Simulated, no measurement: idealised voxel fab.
The following is a process module called voxel lift off.
Shown is cross-section cut, with a width of 150 nm and square cells of size 5 nm.
If you're reading a cross-section in this doc, picture square cells in a grid; it comes to you as bands, top ones listed first down to the bottom, and a band can be one or more rows of cells. Read a band's entry like this: the first values are the height of its top and the height of its bottom in nm, and what follows is the sequence of materials from left to right, each with its width in nm. Note that "air" is empty space, and that a single material marked "edge to edge" reaches across the band from edge to edge. All heights in this document are referenced to 0, defined as the level beneath which the wafer, as received, consists entirely of one material. The lowest band is not bounded below; it extends indefinitely downward and is written in the form "0 down". A two-number width, for instance "30..40", indicates that the width is equal to the first number in the top row of the band and to the second number in the bottom row, and that it changes by a constant amount per row of cells. Step note "no alterations made" = no cross-section cell changed. "Sealed internal voids" enumerates empty spaces isolated from the top, with no open way to it, that contain at least 8 cells, giving each as width x height at distance from the left edge, all three in nm. That trailing text on a step's line, after the settings, is the simulator's own remark on the step. The "overlay nm" setting may appear on a step's line; for a step that uses a mask, it gives how far to the right of its planned position the mask lay, and a negative value indicates the left.
**plan**
1 op RECEIVE | material Si
2 op CONFORMAL_DEP | material SiO2 | thk nm 15
3 op PATTERN | tone open | mask id LINES | material resist | width nm 25 | pitch nm 45 | thk nm 20 | overlay nm 0
4 op DIRECTIONAL_DEP | material Ru | thk nm 5
5 op STRIP | etch materials resist
6 op CONFORMAL_DEP | material SiN | thk nm 5
**Wafer cross-section on receipt, i.e. after step 1**
    0 down  Si edge to edge
    Sealed internal voids: none
**End state of the module in cross-section, given the above starting point and plan and one mistake in execution**
    40 to 35  35 of air  35 of SiN  10 of air  35 of SiN  35 of air
    35 to 30  40 of SiN  25 of Ru  20 of SiN  25 of Ru  40 of SiN
    30 to 0  SiO2 edge to edge
    0 down  Si edge to edge
    Sealed internal voids: none
It is concluded that the wafer was processed incorrectly with respect to the plan, in that execution of plan step 2 occurred twice
